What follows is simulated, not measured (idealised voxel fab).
You're looking at the process module voxel fin reveal.
Each square cell in cross-section cut measures 5 nm, and the section as a whole is 225 nm wide.
A cross-section is a grid of square cells, given in bands from the top down. A band is one or more rows of cells.
Band: top and bottom heights (nm) first, top before bottom; then materials from left to right, widths in nm. "edge to edge" marks a sole material filling the band edge to edge. "empty" denotes empty space.
Basically, 0 is our baseline, since under it the wafer straight out of the box is all one material. The bottom band has no lower end and keeps on going down, so it looks like "from 0 down".
Quick explanation for "30->40": the width changes in equal steps down the rows of cells, from the first number in the band's top row to the second number in its bottom row.
Reading "no alterations made" for a step: not a cell of the cross-section changed in it.
"Voids lacking openings": empty spaces of 8 cells or more with no open way to the top, each given as width x height at distance, distance from the left edge, all in nm.
The remark found on a step's line after its settings is issued by the simulator itself and pertains to that step.
You can add "overlay nm" to a step's line. For a step with a mask, it describes how far the mask lay to the right of its planned position, and a negative number describes a lay to the left.
# The following list gives the planned process steps
1. RECEIVE (material Si)
2. CONFORMAL_DEP (material SiN; thk nm 5)
3. MASKED_ETCH (tone cover; mask id FINS; width nm 15; pitch nm 35; etch materials SiN; depth nm 5; overlay nm 0)
4. MASKED_ETCH (tone cover; mask id FINS; width nm 15; pitch nm 35; etch materials Si; depth nm 35; overlay nm 0)
5. FILL_DEP (material SiO2; thk nm 5)
6. CMP (height nm 5)
7. SELECTIVE_ETCH (etch materials SiO2; depth nm 30)
8. STRIP (etch materials SiN)
9. CONFORMAL_DEP (material SiO2; thk nm 5)
# First of the two wafers, run per plan
# Here's what the wafer looked like in cross-section when it arrived - that's after step 1
  from 0 down | Si edge to edge
  Voids lacking openings: none
# Step 2 complete: cross-section through the wafer
  from 5 to 0 | SiN edge to edge
  At heights below 0, the structure remains unaltered.
# Step 3 complete: cross-section through the wafer
  from 5 to 0 | 70 empty  15 SiN  20 empty  15 SiN  20 empty  15 SiN  70 empty
  At heights below 0, the structure remains unaltered.
# Step 4 complete: cross-section through the wafer
  from 5 to 0 | 70 empty  15 SiN  20 empty  15 SiN  20 empty  15 SiN  70 empty
  from 0 to -35 | 70 empty  15 Si  20 empty  15 Si  20 empty  15 Si  70 empty
  At heights below -35, the structure remains unaltered.
# Step 5 complete: cross-section through the wafer
  from 10 to 5 | SiO2 edge to edge
  from 5 to 0 | 70 SiO2  15 SiN  20 SiO2  15 SiN  20 SiO2  15 SiN  70 SiO2
  from 0 to -35 | 70 SiO2  15 Si  20 SiO2  15 Si  20 SiO2  15 Si  70 SiO2
  At heights below -35, the structure remains unaltered.
# Step 6 complete: cross-section through the wafer
  from 5 to 0 | 70 SiO2  15 SiN  20 SiO2  15 SiN  20 SiO2  15 SiN  70 SiO2
  At heights below 0, the structure remains unaltered.
# Step 7 complete: cross-section through the wafer
  from 5 to 0 | 70 empty  15 SiN  20 empty  15 SiN  20 empty  15 SiN  70 empty
  from 0 to -25 | 70 empty  15 Si  20 empty  15 Si  20 empty  15 Si  70 empty
  At heights below -25, the structure remains unaltered.
# Step 8 complete: cross-section through the wafer
  from 0 to -25 | 70 empty  15 Si  20 empty  15 Si  20 empty  15 Si  70 empty
  At heights below -25, the structure remains unaltered.
# Step 9 complete: cross-section through the wafer
  from 5 to 0 | 65 empty  25 SiO2  10 empty  25 SiO2  10 empty  25 SiO2  65 empty
  from 0 to -20 | 65 empty  5 SiO2  15 Si  5 SiO2  10 empty  5 SiO2  15 Si  5 SiO2  10 empty  5 SiO2  15 Si  5 SiO2  65 empty
  from -20 to -35 | 70 SiO2  15 Si  20 SiO2  15 Si  20 SiO2  15 Si  70 SiO2
  At heights below -35, the structure remains unaltered.
# Wafer two: like wafer one in start and plan, but with one mistake in execution; identical up to and including step 3
# Second wafer, section view, time point: scheduled end of step 4
  from 5 to 0 | 70 empty  15 SiN  20 empty  15 SiN  20 empty  15 SiN  70 empty
  from 0 to -70 | 70 empty  15 Si  20 empty  15 Si  20 empty  15 Si  70 empty
  At heights below -70, the structure remains unaltered.
# Second wafer, section view, time point: scheduled end of step 5
  from 10 to 5 | SiO2 edge to edge
  from 5 to 0 | 70 SiO2  15 SiN  20 SiO2  15 SiN  20 SiO2  15 SiN  70 SiO2
  from 0 to -70 | 70 SiO2  15 Si  20 SiO2  15 Si  20 SiO2  15 Si  70 SiO2
  At heights below -70, the structure remains unaltered.
# Second wafer, section view, time point: scheduled end of step 6
  from 5 to 0 | 70 SiO2  15 SiN  20 SiO2  15 SiN  20 SiO2  15 SiN  70 SiO2
  At heights below 0, the structure remains unaltered.
# Second wafer, section view, time point: scheduled end of step 7
  from 5 to 0 | 70 empty  15 SiN  20 empty  15 SiN  20 empty  15 SiN  70 empty
  from 0 to -25 | 70 empty  15 Si  20 empty  15 Si  20 empty  15 Si  70 empty
  At heights below -25, the structure remains unaltered.
# Second wafer, section view, time point: scheduled end of step 8
  from 0 to -25 | 70 empty  15 Si  20 empty  15 Si  20 empty  15 Si  70 empty
  At heights below -25, the structure remains unaltered.
# Second wafer, section view, time point: scheduled end of step 9
  from 5 to 0 | 65 empty  25 SiO2  10 empty  25 SiO2  10 empty  25 SiO2  65 empty
  from 0 to -20 | 65 empty  5 SiO2  15 Si  5 SiO2  10 empty  5 SiO2  15 Si  5 SiO2  10 empty  5 SiO2  15 Si  5 SiO2  65 empty
  from -20 to -70 | 70 SiO2  15 Si  20 SiO2  15 Si  20 SiO2  15 Si  70 SiO2
  At heights below -70, the structure remains unaltered.
Where did the run depart from the plan? step 4 from the plan got run twice
The final cell counts differ between the wafers, with the second having more or fewer of some materials than the first: Si: 252 fewer; SiO2: 252 more
